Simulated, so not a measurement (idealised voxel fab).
This is a process module. Its name is voxel quadruple lines.
Section shown: cut. Width: 285 nm. Cell size: 5 nm, square.
This document writes a cross-section as a grid whose cells are square, and gives it as bands, listed from the top down; one or more rows of cells form a band. Band: top height; bottom height; in nm. Then, left to right: material with width in nm, for each material. "full width": a single material spanning edge to edge. "air": empty space. Heights from 0 (as-received wafer is one material below). Bottom band endless downward, as "from 0 down". Width: "30..40" (first number = top row, second number = bottom row, same change from row to row of cells). No cell of the cross-section changed in a step that is given as "stayed the same". For the entry "Closed void register", the listed items are empty spaces with no open way to the top whose size is 8 cells or more; each item follows the pattern width x height at distance, where distance is from the left edge and all three are in nm. Whatever follows a step's settings on its line is a remark the simulator itself makes about that step. "overlay nm", when on a step's line for a step with a mask, measures how far to the right of its planned place the mask lay; a negative measure means to the left.
Plan:
1,RECEIVE: material Si
2,CONFORMAL_DEP: material SiO2, thk nm 5
3,DIRECTIONAL_DEP: material W, thk nm 10
4,DIRECTIONAL_DEP: material polySi, thk nm 20
5,DIRECTIONAL_DEP: material aC, thk nm 25
6,PATTERN: tone cover, mask id MANDREL, material resist, width nm 20, pitch nm 60, thk nm 35, overlay nm 0
7,DIRECTIONAL_ETCH: etch materials aC, depth nm 25
8,STRIP: etch materials resist
9,CONFORMAL_DEP: material SiO2, thk nm 10
10,DIRECTIONAL_ETCH: etch materials SiO2, depth nm 10
11,STRIP: etch materials aC
12,DIRECTIONAL_ETCH: etch materials polySi, depth nm 20
13,STRIP: etch materials SiO2
14,CONFORMAL_DEP: material SiCN, thk nm 5
15,DIRECTIONAL_ETCH: etch materials SiCN, depth nm 5
16,STRIP: etch materials polySi
17,DIRECTIONAL_ETCH: etch materials W, depth nm 10
18,STRIP: etch materials SiCN
Incoming wafer in cross-section (state: after step 1):
    from 0 down: Si full width
    Closed void register: none
End-of-module XS, first of two wafers, run as planned:
    from 15 to 5: air: 85, then W: 5, then air: 10, then W: 5, then air: 10, then W: 5, then air: 10, then W: 5, then air: 10, then W: 5, then air: 10, then W: 5, then air: 10, then W: 5, then air: 10, then W: 5, then air: 90
    from 5 to 0: SiO2 full width
    from 0 down: Si full width
    Closed void register: none
Cross-sectional view of the second of two wafers upon completion of the module. This wafer shared its starting condition and process plan with the first; one error was made during its execution:
    from 10 to 0: air: 85, then W: 5, then air: 10, then W: 5, then air: 10, then W: 5, then air: 10, then W: 5, then air: 10, then W: 5, then air: 10, then W: 5, then air: 10, then W: 5, then air: 10, then W: 5, then air: 90
    from 0 down: Si full width
    Closed void register: none
Nonconformance to the process plan: step 2 of the plan did not run at all; it was left out
Looking at both finished wafers in cells, the second ends up ahead of or behind the first on some materials: -57 SiO2
